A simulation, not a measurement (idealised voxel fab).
The name of this process module is voxel self aligned vias.
Pictured: cross-section cut, 215 nm wide, on a grid of 5 nm square cells.
Heads up, the way a cross-section reads in here is a grid of square cells, handed over as bands from the top down, with every band being one or more rows of cells.
Each band's line starts with the height of the band's top and of its bottom, in nm. Then come its materials from left to right, each with its width in nm. One material with "throughout" fills the band from edge to edge. "air" is empty space.
Height reference: 0 = level under which incoming wafer is all one material. Lowest band: no bottom, runs on downward, e.g. "0 -> down".
The two numbers in a width such as "30->40" mark its ends across the band: the first belongs to the top row of cells, the second to the bottom row, and from each row to the next the width moves by the same amount.
Step note "same as before" = no cross-section cell changed.
This entry, "Cavities, closed", enumerates those empty regions of no fewer than 8 cells that possess no open connection to the top. Each region is reported in the form width x height at distance, the distance being taken from the left edge, with all three quantities expressed in nm.
Heads up: the bit after the settings on a step's line is the simulator's remark on that step.
overlay nm: right-of-plan distance of the mask on a masked step; negative values mean left-of-plan.

**Steps planned for the process**
step 1: op RECEIVE | material Si
step 2: op CONFORMAL_DEP | material SiO2 | thk nm 15
step 3: op CONFORMAL_DEP | material SiCN | thk nm 5
step 4: op DIRECTIONAL_DEP | material lowk | thk nm 30
step 5: op PATTERN | tone open | mask id LINES | material resist | width nm 30 | pitch nm 70 | thk nm 15 | overlay nm 0
step 6: op DIRECTIONAL_ETCH | etch materials lowk | depth nm 30
step 7: op STRIP | etch materials resist
step 8: op CONFORMAL_DEP | material TiN | thk nm 5
step 9: op FILL_DEP | material W | thk nm 10
step 10: op CMP | height nm 50
step 11: op SELECTIVE_ETCH | etch materials W Ru TiN | depth nm 5
step 12: op FILL_DEP | material SiN | thk nm 5
step 13: op CMP | height nm 50
step 14: op DIRECTIONAL_DEP | material lowk | thk nm 15
step 15: op MASKED_ETCH | tone open | mask id VIAS | width nm 50 | pitch nm 70 | etch materials lowk | depth nm 15 | overlay nm 0
step 16: op MASKED_ETCH | tone open | mask id VIAS | width nm 50 | pitch nm 70 | etch materials SiN | depth nm 5 | overlay nm 0
step 17: op CONFORMAL_DEP | material TiN | thk nm 5
step 18: op FILL_DEP | material W | thk nm 5
step 19: op CMP | height nm 65
step 20: op CONFORMAL_DEP | material SiCN | thk nm 5

**As received (post step 1): cross-section**
- 0 -> down: Si throughout
- Cavities, closed: none

**Cross-section, first of two wafers, end of module, run as planned**
- 70 -> 65: SiCN throughout
- 65 -> 55: lowk=45 / TiN=5 / W=40 / TiN=5 / lowk=20 / TiN=5 / W=40 / TiN=5 / lowk=50
- 55 -> 50: lowk=45 / TiN=15 / W=20 / TiN=15 / lowk=20 / TiN=15 / W=20 / TiN=15 / lowk=50
- 50 -> 45: lowk=55 / TiN=30 / lowk=40 / TiN=30 / lowk=60
- 45 -> 25: lowk=55 / TiN=5 / W=20 / TiN=5 / lowk=40 / TiN=5 / W=20 / TiN=5 / lowk=60
- 25 -> 20: lowk=55 / TiN=30 / lowk=40 / TiN=30 / lowk=60
- 20 -> 15: SiCN throughout
- 15 -> 0: SiO2 throughout
- 0 -> down: Si throughout
- Cavities, closed: none

**End-of-module cross-section of the second wafer: identical starting point and process plan to the first, with one processing mistake**
- 70 -> 65: SiCN throughout
- 65 -> 55: lowk=45 / TiN=5 / W=40 / TiN=5 / lowk=20 / TiN=5 / W=40 / TiN=5 / lowk=50
- 55 -> 50: lowk=45 / TiN=10 / W=30 / TiN=10 / lowk=20 / TiN=10 / W=30 / TiN=10 / lowk=50
- 50 -> 45: lowk=50 / TiN=40 / lowk=30 / TiN=40 / lowk=55
- 45 -> 25: lowk=50 / TiN=5 / W=30 / TiN=5 / lowk=30 / TiN=5 / W=30 / TiN=5 / lowk=55
- 25 -> 20: lowk=50 / TiN=40 / lowk=30 / TiN=40 / lowk=55
- 20 -> 15: SiCN throughout
- 15 -> 0: SiO2 throughout
- 0 -> down: Si throughout
- Cavities, closed: none
Plan not followed: step 5 did not use the planned setting and instead ran as op PATTERN | tone open | mask id LINES | material resist | width nm 40 | pitch nm 70 | thk nm 15 | overlay nm 0
End of process, cell counts, second wafer against first, materials with more or fewer: +4 TiN | +20 W | -24 lowk
